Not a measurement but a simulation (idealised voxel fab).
Process module under the name voxel ribs on slabs
Cross-section cut spans 145 nm and uses square cells 5 nm in size.
A cross-section is a grid of square cells, given in bands from the top down. A band is one or more rows of cells.
First you get the band's top height and its bottom height, in nm, and then the materials it's made of, left to right, with each width in nm. If you see a single material with "throughout", that one covers the band edge to edge. "empty" is empty space.
Height 0 is the level under which the wafer as received is all one material. The lowest band goes on downwards, as in "z 0 and below".
So if you see something like "30 to 40" for the width, read it as the top row of the band sitting at the first number and the bottom row at the second, with every row in between moving by the same amount as the last.
When a step is marked "nothing was modified", none of the cells in the cross-section changed during that step.
"Voids lacking openings": empty spaces of 8 cells or more with no open way to the top, each given as width x height at distance, distance from the left edge, all in nm.
Past the settings on a step's line: simulator remark, on that step.
overlay nm: step with mask; distance mask lay right of planned place; negative value = left of planned place.

Here's what the planned process steps look like
1,op RECEIVE | material Si
2,op DIRECTIONAL_DEP | material SiO2 | thk nm 30
3,op DIRECTIONAL_DEP | material polySi | thk nm 25
4,op PATTERN | tone cover | mask id RIB | material resist | width nm 30 | thk nm 15 | overlay nm 0
5,op DIRECTIONAL_ETCH | etch materials polySi | depth nm 20
6,op STRIP | etch materials resist
7,op DIRECTIONAL_DEP | material aC | thk nm 10
8,op PATTERN | tone cover | mask id SLAB | material resist | width nm 80 | thk nm 30 | overlay nm 0
9,op DIRECTIONAL_ETCH | etch materials aC | depth nm 10
10,op STRIP | etch materials resist
11,op DIRECTIONAL_ETCH | etch materials polySi | depth nm 5
12,op STRIP | etch materials aC
13,op FILL_DEP | material SiO2 | thk nm 25
14,op CMP | height nm 70
15,op DIRECTIONAL_DEP | material W | thk nm 5
16,op MASKED_ETCH | tone cover | mask id HEATER | width nm 40 | etch materials W | depth nm 5 | overlay nm -15
17,op CONFORMAL_DEP | material SiN | thk nm 5
The overlay nm used in step 16 is not the same on every wafer, whereas the starting condition is; the value printed in the plan is the first wafer's.

After step 1, as received: first of several wafers, cross-section
> z 0 and below: Si throughout
> Voids lacking openings: none

The following table contains a row per wafer, in which are reported, at the conclusion of the module, the cells of each material gained (+) or lost (-) since the wafer's receipt, with its closed voids given thereafter
overlay nm -15, +31 SiN, +366 SiO2, +8 W, +40 polySi, Voids lacking openings: none
overlay nm -10, +31 SiN, +366 SiO2, +8 W, +40 polySi, Voids lacking openings: none
overlay nm -5, +31 SiN, +366 SiO2, +8 W, +40 polySi, Voids lacking openings: none
overlay nm 0, +31 SiN, +366 SiO2, +8 W, +40 polySi, Voids lacking openings: none
overlay nm 5, +31 SiN, +366 SiO2, +8 W, +40 polySi, Voids lacking openings: none
overlay nm 10, +31 SiN, +366 SiO2, +8 W, +40 polySi, Voids lacking openings: none
overlay nm 15, +31 SiN, +366 SiO2, +8 W, +40 polySi, Voids lacking openings: none
